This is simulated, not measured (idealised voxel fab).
Presented below is a process module, voxel plated lines.
Pictured: cross-section cut, 175 nm wide, on a grid of 5 nm square cells.
Notation: cross-section as square-cell grid; stated in bands, top first, going down; one or more cell rows per band. Within each band entry, the heights of the top and of the bottom of the band appear first, in that order and in nm; the materials of the band then follow from left to right, each with its corresponding width in nm. The designation "full width" on a single material indicates that it fills the band from edge to edge; the designation "air" indicates empty space. The reference from which all heights are counted is 0, the level beneath which the as-received wafer is entirely one material; the lowest band, having no lower bound, proceeds downward and is written after the example "0..down". Think of "30..40" as a width that walks from the first number to the second as you go down the band, top row to bottom row, taking equal-sized steps from row to row. Given "remains unaltered" for a step, no cell of the cross-section differs between before and after that step. Any empty space of 8 cells or more lacking an open way to the top shows up in "Closed void catalog" as width x height at distance, distance from the left edge, in nm. On a step's line, text after the settings is the simulator commenting on that step. "overlay nm" answers the question of how far to the right of plan the mask lay on a step that has a mask, and when it is negative the answer is to the left. The remainder of this document consists of a sequence of paired cross-sections. Each pair presents the cross-section prior to one process step together with the cross-section following it, the latter being rendered only as deep as the lowest band that underwent change. The intervening step, together with its settings, is stated beneath each pair. Because the pairs may originate from different runs of this module on the same starting wafer, a given pair is to be read as continuing from the preceding pair only where its entry headed "Before step" so indicates.
**Before step**
> 0..down  Si full width
> Closed void catalog: none
**Sectional Result**
> 5..0  SiO2 full width
> Under the height 0 nothing was changed.
> Closed void catalog: none
Step, pre vs post cross-sections above: CONFORMAL_DEP: material SiO2, thk nm 5
Before step: starting point is the after cross-section of the pair just above.
**Sectional Result**
> 10..5  TiN full width
> Under the height 5 nothing was changed.
> Closed void catalog: none
Step, pre vs post cross-sections above: DIRECTIONAL_DEP: material TiN, thk nm 5
Before step: starting point is the after cross-section of the pair just above.
**Sectional Result**
> 30..10  25 of resist  15 of air  20 of resist  15 of air  20 of resist  15 of air  20 of resist  15 of air  30 of resist
> Under the height 10 nothing was changed.
> Closed void catalog: none
Step, pre vs post cross-sections above: PATTERN: tone open, mask id LINES, material resist, width nm 15, pitch nm 35, thk nm 20, overlay nm 0
Before step: starting point is the after cross-section of the pair just above.
**Sectional Result**
> 30..20  25 of resist  15 of air  20 of resist  15 of air  20 of resist  15 of air  20 of resist  15 of air  30 of resist
> 20..10  25 of resist  15 of Ru  20 of resist  15 of Ru  20 of resist  15 of Ru  20 of resist  15 of Ru  30 of resist
> Under the height 10 nothing was changed.
> Closed void catalog: none
Step, pre vs post cross-sections above: EPI: material Ru, thk nm 10
Before step: starting point is the after cross-section of the pair just above.
**Sectional Result**
> 20..10  25 of air  15 of Ru  20 of air  15 of Ru  20 of air  15 of Ru  20 of air  15 of Ru  30 of air
> Under the height 10 nothing was changed.
> Closed void catalog: none
Step, pre vs post cross-sections above: STRIP: etch materials resist
Before step: starting point is the after cross-section of the pair just above.
**Sectional Result**
> 20..10  25 of air  15 of Ru  20 of air  15 of Ru  20 of air  15 of Ru  20 of air  15 of Ru  30 of air
> 10..5  25 of air  15 of TiN  20 of air  15 of TiN  20 of air  15 of TiN  20 of air  15 of TiN  30 of air
> Under the height 5 nothing was changed.
> Closed void catalog: none
Step, pre vs post cross-sections above: DIRECTIONAL_ETCH: etch materials TiN, depth nm 5
Before step: starting point is the after cross-section of the pair just above.
**Sectional Result**
> 30..20  15 of air  140 of SiCN  20 of air
> 20..15  15 of air  10 of SiCN  15 of Ru  20 of SiCN  15 of Ru  20 of SiCN  15 of Ru  20 of SiCN  15 of Ru  10 of SiCN  20 of air
> 15..10  25 of SiCN  15 of Ru  20 of SiCN  15 of Ru  20 of SiCN  15 of Ru  20 of SiCN  15 of Ru  30 of SiCN
> 10..5  25 of SiCN  15 of TiN  20 of SiCN  15 of TiN  20 of SiCN  15 of TiN  20 of SiCN  15 of TiN  30 of SiCN
> Under the height 5 nothing was changed.
> Closed void catalog: none
Step, pre vs post cross-sections above: CONFORMAL_DEP: material SiCN, thk nm 10
**Before step**
> 0..down  Si full width
> Closed void catalog: none
**Sectional Result**
> 5..0  TiN full width
> Under the height 0 nothing was changed.
> Closed void catalog: none
Step, pre vs post cross-sections above: DIRECTIONAL_DEP: material TiN, thk nm 5
Before step: starting point is the after cross-section of the pair just above.
**Sectional Result**
> 25..5  25 of resist  15 of air  20 of resist  15 of air  20 of resist  15 of air  20 of resist  15 of air  30 of resist
> Under the height 5 nothing was changed.
> Closed void catalog: none
Step, pre vs post cross-sections above: PATTERN: tone open, mask id LINES, material resist, width nm 15, pitch nm 35, thk nm 20, overlay nm 0
Before step: starting point is the after cross-section of the pair just above.
**Sectional Result**
> 25..15  25 of resist  15 of air  20 of resist  15 of air  20 of resist  15 of air  20 of resist  15 of air  30 of resist
> 15..5  25 of resist  15 of Ru  20 of resist  15 of Ru  20 of resist  15 of Ru  20 of resist  15 of Ru  30 of resist
> Under the height 5 nothing was changed.
> Closed void catalog: none
Step, pre vs post cross-sections above: EPI: material Ru, thk nm 10
Before step: starting point is the after cross-section of the pair just above.
**Sectional Result**
> 15..5  25 of air  15 of Ru  20 of air  15 of Ru  20 of air  15 of Ru  20 of air  15 of Ru  30 of air
> Under the height 5 nothing was changed.
> Closed void catalog: none
Step, pre vs post cross-sections above: STRIP: etch materials resist
Before step: starting point is the after cross-section of the pair just above.
**Sectional Result**
> 15..5  25 of air  15 of Ru  20 of air  15 of Ru  20 of air  15 of Ru  20 of air  15 of Ru  30 of air
> 5..0  25 of air  15 of TiN  20 of air  15 of TiN  20 of air  15 of TiN  20 of air  15 of TiN  30 of air
> Under the height 0 nothing was changed.
> Closed void catalog: none
Step, pre vs post cross-sections above: DIRECTIONAL_ETCH: etch materials TiN, depth nm 5
Before step: starting point is the after cross-section of the pair just above.
**Sectional Result**
> 25..15  15 of air  140 of SiCN  20 of air
> 15..10  15 of air  10 of SiCN  15 of Ru  20 of SiCN  15 of Ru  20 of SiCN  15 of Ru  20 of SiCN  15 of Ru  10 of SiCN  20 of air
> 10..5  25 of SiCN  15 of Ru  20 of SiCN  15 of Ru  20 of SiCN  15 of Ru  20 of SiCN  15 of Ru  30 of SiCN
> 5..0  25 of SiCN  15 of TiN  20 of SiCN  15 of TiN  20 of SiCN  15 of TiN  20 of SiCN  15 of TiN  30 of SiCN
> Under the height 0 nothing was changed.
> Closed void catalog: none
Step, pre vs post cross-sections above: CONFORMAL_DEP: material SiCN, thk nm 10
**Before step**
> 30..20  25 of resist  15 of air  20 of resist  15 of air  20 of resist  15 of air  20 of resist  15 of air  30 of resist
> 20..10  25 of resist  15 of Ru  20 of resist  15 of Ru  20 of resist  15 of Ru  20 of resist  15 of Ru  30 of resist
> 10..5  TiN full width
> 5..0  SiO2 full width
> 0..down  Si full width
> Closed void catalog: none
**Sectional Result**
> 30..10  25 of resist  15 of Ru  20 of resist  15 of Ru  20 of resist  15 of Ru  20 of resist  15 of Ru  30 of resist
> Under the height 10 nothing was changed.
> Closed void catalog: none
Step, pre vs post cross-sections above: EPI: material Ru, thk nm 10
Before step: starting point is the after cross-section of the pair just above.
**Sectional Result**
> 30..10  25 of air  15 of Ru  20 of air  15 of Ru  20 of air  15 of Ru  20 of air  15 of Ru  30 of air
> Under the height 10 nothing was changed.
> Closed void catalog: none
Step, pre vs post cross-sections above: STRIP: etch materials resist
Before step: starting point is the after cross-section of the pair just above.
**Sectional Result**
> 30..10  25 of air  15 of Ru  20 of air  15 of Ru  20 of air  15 of Ru  20 of air  15 of Ru  30 of air
> 10..5  25 of air  15 of TiN  20 of air  15 of TiN  20 of air  15 of TiN  20 of air  15 of TiN  30 of air
> Under the height 5 nothing was changed.
> Closed void catalog: none
Step, pre vs post cross-sections above: DIRECTIONAL_ETCH: etch materials TiN, depth nm 5
Before step: starting point is the after cross-section of the pair just above.
**Sectional Result**
> 40..30  15 of air  140 of SiCN  20 of air
> 30..15  15 of air  10 of SiCN  15 of Ru  20 of SiCN  15 of Ru  20 of SiCN  15 of Ru  20 of SiCN  15 of Ru  10 of SiCN  20 of air
> 15..10  25 of SiCN  15 of Ru  20 of SiCN  15 of Ru  20 of SiCN  15 of Ru  20 of SiCN  15 of Ru  30 of SiCN
> 10..5  25 of SiCN  15 of TiN  20 of SiCN  15 of TiN  20 of SiCN  15 of TiN  20 of SiCN  15 of TiN  30 of SiCN
> Under the height 5 nothing was changed.
> Closed void catalog: none
Step, pre vs post cross-sections above: CONFORMAL_DEP: material SiCN, thk nm 10
**Before step**
> 5..0  TiN full width
> 0..down  Si full width
> Closed void catalog: none
**Sectional Result**
> 10..5  SiO2 full width
> Under the height 5 nothing was changed.
> Closed void catalog: none
Step, pre vs post cross-sections above: CONFORMAL_DEP: material SiO2, thk nm 5
Before step: starting point is the after cross-section of the pair just above.
**Sectional Result**
> 30..10  25 of resist  15 of air  20 of resist  15 of air  20 of resist  15 of air  20 of resist  15 of air  30 of resist
> Under the height 10 nothing was changed.
> Closed void catalog: none
Step, pre vs post cross-sections above: PATTERN: tone open, mask id LINES, material resist, width nm 15, pitch nm 35, thk nm 20, overlay nm 0
Before step: starting point is the after cross-section of the pair just above.
**Sectional Result**
> 10..5  SiO2 full width
> Under the height 5 nothing was changed.
> Closed void catalog: none
Step, pre vs post cross-sections above: STRIP: etch materials resist
Before step: starting point is the after cross-section of the pair just above.
**Sectional Result**
> 20..10  SiCN full width
> Under the height 10 nothing was changed.
> Closed void catalog: none
Step, pre vs post cross-sections above: CONFORMAL_DEP: material SiCN, thk nm 10
**Before step**
> 5..0  SiO2 full width
> 0..down  Si full width
> Closed void catalog: none
**Sectional Result**
> 20..5  TiN full width
> Under the height 5 nothing was changed.
> Closed void catalog: none
Step, pre vs post cross-sections above: DIRECTIONAL_DEP: material TiN, thk nm 15
Before step: starting point is the after cross-section of the pair just above.
**Sectional Result**
> 40..20  25 of resist  15 of air  20 of resist  15 of air  20 of resist  15 of air  20 of resist  15 of air  30 of resist
> Under the height 20 nothing was changed.
> Closed void catalog: none
Step, pre vs post cross-sections above: PATTERN: tone open, mask id LINES, material resist, width nm 15, pitch nm 35, thk nm 20, overlay nm 0
Before step: starting point is the after cross-section of the pair just above.
**Sectional Result**
> 40..30  25 of resist  15 of air  20 of resist  15 of air  20 of resist  15 of air  20 of resist  15 of air  30 of resist
> 30..20  25 of resist  15 of Ru  20 of resist  15 of Ru  20 of resist  15 of Ru  20 of resist  15 of Ru  30 of resist
> Under the height 20 nothing was changed.
> Closed void catalog: none
Step, pre vs post cross-sections above: EPI: material Ru, thk nm 10
Before step: starting point is the after cross-section of the pair just above.
**Sectional Result**
> 30..20  25 of air  15 of Ru  20 of air  15 of Ru  20 of air  15 of Ru  20 of air  15 of Ru  30 of air
> Under the height 20 nothing was changed.
> Closed void catalog: none
Step, pre vs post cross-sections above: STRIP: etch materials resist
Before step: starting point is the after cross-section of the pair just above.
**Sectional Result**
> 30..20  25 of air  15 of Ru  20 of air  15 of Ru  20 of air  15 of Ru  20 of air  15 of Ru  30 of air
> 20..15  25 of air  15 of TiN  20 of air  15 of TiN  20 of air  15 of TiN  20 of air  15 of TiN  30 of air
> Under the height 15 nothing was changed.
> Closed void catalog: none
Step, pre vs post cross-sections above: DIRECTIONAL_ETCH: etch materials TiN, depth nm 5
Before step: starting point is the after cross-section of the pair just above.
**Sectional Result**
> 40..30  15 of air  140 of SiCN  20 of air
> 30..25  15 of air  10 of SiCN  15 of Ru  20 of SiCN  15 of Ru  20 of SiCN  15 of Ru  20 of SiCN  15 of Ru  10 of SiCN  20 of air
> 25..20  25 of SiCN  15 of Ru  20 of SiCN  15 of Ru  20 of SiCN  15 of Ru  20 of SiCN  15 of Ru  30 of SiCN
> 20..15  25 of SiCN  15 of TiN  20 of SiCN  15 of TiN  20 of SiCN  15 of TiN  20 of SiCN  15 of TiN  30 of SiCN
> Under the height 15 nothing was changed.
> Closed void catalog: none
Step, pre vs post cross-sections above: CONFORMAL_DEP: material SiCN, thk nm 10
**Before step**
> 10..5  TiN full width
> 5..0  SiO2 full width
> 0..down  Si full width
> Closed void catalog: none
**Sectional Result**
> 30..10  25 of resist  20 of air  15 of resist  20 of air  15 of resist  20 of air  15 of resist  20 of air  25 of resist
> Under the height 10 nothing was changed.
> Closed void catalog: none
Step, pre vs post cross-sections above: PATTERN: tone open, mask id LINES, material resist, width nm 20, pitch nm 35, thk nm 20, overlay nm 0
Before step: starting point is the after cross-section of the pair just above.
**Sectional Result**
> 30..20  25 of resist  20 of air  15 of resist  20 of air  15 of resist  20 of air  15 of resist  20 of air  25 of resist
> 20..10  25 of resist  20 of Ru  15 of resist  20 of Ru  15 of resist  20 of Ru  15 of resist  20 of Ru  25 of resist
> Under the height 10 nothing was changed.
> Closed void catalog: none
Step, pre vs post cross-sections above: EPI: material Ru, thk nm 10
Before step: starting point is the after cross-section of the pair just above.
**Sectional Result**
> 20..10  25 of air  20 of Ru  15 of air  20 of Ru  15 of air  20 of Ru  15 of air  20 of Ru  25 of air
> Under the height 10 nothing was changed.
> Closed void catalog: none
Step, pre vs post cross-sections above: STRIP: etch materials resist
Before step: starting point is the after cross-section of the pair just above.
**Sectional Result**
> 20..10  25 of air  20 of Ru  15 of air  20 of Ru  15 of air  20 of Ru  15 of air  20 of Ru  25 of air
> 10..5  25 of air  20 of TiN  15 of air  20 of TiN  15 of air  20 of TiN  15 of air  20 of TiN  25 of air
> Under the height 5 nothing was changed.
> Closed void catalog: none
Step, pre vs post cross-sections above: DIRECTIONAL_ETCH: etch materials TiN, depth nm 5
Before step: starting point is the after cross-section of the pair just above.
**Sectional Result**
> 30..20  15 of air  145 of SiCN  15 of air
> 20..15  15 of air  10 of SiCN  20 of Ru  15 of SiCN  20 of Ru  15 of SiCN  20 of Ru  15 of SiCN  20 of Ru  10 of SiCN  15 of air
> 15..10  25 of SiCN  20 of Ru  15 of SiCN  20 of Ru  15 of SiCN  20 of Ru  15 of SiCN  20 of Ru  25 of SiCN
> 10..5  25 of SiCN  20 of TiN  15 of SiCN  20 of TiN  15 of SiCN  20 of TiN  15 of SiCN  20 of TiN  25 of SiCN
> Under the height 5 nothing was changed.
> Closed void catalog: none
Step, pre vs post cross-sections above: CONFORMAL_DEP: material SiCN, thk nm 10
**Before step**
> 10..5  TiN full width
> 5..0  SiO2 full width
> 0..down  Si full width
> Closed void catalog: none
**Sectional Result**
> 30..10  20 of resist  15 of air  20 of resist  15 of air  20 of resist  15 of air  20 of resist  15 of air  35 of resist
> Under the height 10 nothing was changed.
> Closed void catalog: none
Step, pre vs post cross-sections above: PATTERN: tone open, mask id LINES, material resist, width nm 15, pitch nm 35, thk nm 20, overlay nm -5
Before step: starting point is the after cross-section of the pair just above.
**Sectional Result**
> 30..20  20 of resist  15 of air  20 of resist  15 of air  20 of resist  15 of air  20 of resist  15 of air  35 of resist
> 20..10  20 of resist  15 of Ru  20 of resist  15 of Ru  20 of resist  15 of Ru  20 of resist  15 of Ru  35 of resist
> Under the height 10 nothing was changed.
> Closed void catalog: none
Step, pre vs post cross-sections above: EPI: material Ru, thk nm 10
Before step: starting point is the after cross-section of the pair just above.
**Sectional Result**
> 20..10  20 of air  15 of Ru  20 of air  15 of Ru  20 of air  15 of Ru  20 of air  15 of Ru  35 of air
> Under the height 10 nothing was changed.
> Closed void catalog: none
Step, pre vs post cross-sections above: STRIP: etch materials resist
Before step: starting point is the after cross-section of the pair just above.
**Sectional Result**
> 20..10  20 of air  15 of Ru  20 of air  15 of Ru  20 of air  15 of Ru  20 of air  15 of Ru  35 of air
> 10..5  20 of air  15 of TiN  20 of air  15 of TiN  20 of air  15 of TiN  20 of air  15 of TiN  35 of air
> Under the height 5 nothing was changed.
> Closed void catalog: none
Step, pre vs post cross-sections above: DIRECTIONAL_ETCH: etch materials TiN, depth nm 5
Before step: starting point is the after cross-section of the pair just above.
**Sectional Result**
> 30..20  10 of air  140 of SiCN  25 of air
> 20..15  10 of air  10 of SiCN  15 of Ru  20 of SiCN  15 of Ru  20 of SiCN  15 of Ru  20 of SiCN  15 of Ru  10 of SiCN  25 of air
> 15..10  20 of SiCN  15 of Ru  20 of SiCN  15 of Ru  20 of SiCN  15 of Ru  20 of SiCN  15 of Ru  35 of SiCN
> 10..5  20 of SiCN  15 of TiN  20 of SiCN  15 of TiN  20 of SiCN  15 of TiN  20 of SiCN  15 of TiN  35 of SiCN
> Under the height 5 nothing was changed.
> Closed void catalog: none
Step, pre vs post cross-sections above: CONFORMAL_DEP: material SiCN, thk nm 10
**Before step**
> 20..10  25 of air  15 of Ru  20 of air  15 of Ru  20 of air  15 of Ru  20 of air  15 of Ru  30 of air
> 10..5  TiN full width
> 5..0  SiO2 full width
> 0..down  Si full width
> Closed void catalog: none
**Sectional Result**
> 15..10  25 of air  15 of Ru  20 of air  15 of Ru  20 of air  15 of Ru  20 of air  15 of Ru  30 of air
> Under the height 10 nothing was changed.
> Closed void catalog: none
Step, pre vs post cross-sections above: DIRECTIONAL_ETCH: etch materials Ru, depth nm 5
Before step: starting point is the after cross-section of the pair just above.
**Sectional Result**
> 25..20  15 of air  140 of SiCN  20 of air
> 20..15  SiCN full width
> 15..10  25 of SiCN  15 of Ru  20 of SiCN  15 of Ru  20 of SiCN  15 of Ru  20 of SiCN  15 of Ru  30 of SiCN
> Under the height 10 nothing was changed.
> Closed void catalog: none
Step, pre vs post cross-sections above: CONFORMAL_DEP: material SiCN, thk nm 10
**Before step**
> 10..5  TiN full width
> 5..0  SiO2 full width
> 0..down  Si full width
> Closed void catalog: none
**Sectional Result**
> 30..10  25 of air  15 of resist  20 of air  15 of resist  20 of air  15 of resist  20 of air  15 of resist  30 of air
> Under the height 10 nothing was changed.
> Closed void catalog: none
Step, pre vs post cross-sections above: PATTERN: tone cover, mask id LINES, material resist, width nm 15, pitch nm 35, thk nm 20, overlay nm 0
Before step: starting point is the after cross-section of the pair just above.
**Sectional Result**
> 30..20  25 of air  15 of resist  20 of air  15 of resist  20 of air  15 of resist  20 of air  15 of resist  30 of air
> 20..10  25 of Ru  15 of resist  20 of Ru  15 of resist  20 of Ru  15 of resist  20 of Ru  15 of resist  30 of Ru
> Under the height 10 nothing was changed.
> Closed void catalog: none
Step, pre vs post cross-sections above: EPI: material Ru, thk nm 10
Before step: starting point is the after cross-section of the pair just above.
**Sectional Result**
> 20..10  25 of Ru  15 of air  20 of Ru  15 of air  20 of Ru  15 of air  20 of Ru  15 of air  30 of Ru
> Under the height 10 nothing was changed.
> Closed void catalog: none
Step, pre vs post cross-sections above: STRIP: etch materials resist
Before step: starting point is the after cross-section of the pair just above.
**Sectional Result**
> 20..10  25 of Ru  15 of air  20 of Ru  15 of air  20 of Ru  15 of air  20 of Ru  15 of air  30 of Ru
> 10..5  25 of TiN  15 of air  20 of TiN  15 of air  20 of TiN  15 of air  20 of TiN  15 of air  30 of TiN
> Under the height 5 nothing was changed.
> Closed void catalog: none
Step, pre vs post cross-sections above: DIRECTIONAL_ETCH: etch materials TiN, depth nm 5
Before step: starting point is the after cross-section of the pair just above.
**Sectional Result**
> 30..20  SiCN full width
> 20..10  25 of Ru  15 of SiCN  20 of Ru  15 of SiCN  20 of Ru  15 of SiCN  20 of Ru  15 of SiCN  30 of Ru
> 10..5  25 of TiN  15 of SiCN  20 of TiN  15 of SiCN  20 of TiN  15 of SiCN  20 of TiN  15 of SiCN  30 of TiN
> Under the height 5 nothing was changed.
> Closed void catalog: none
Step, pre vs post cross-sections above: CONFORMAL_DEP: material SiCN, thk nm 10
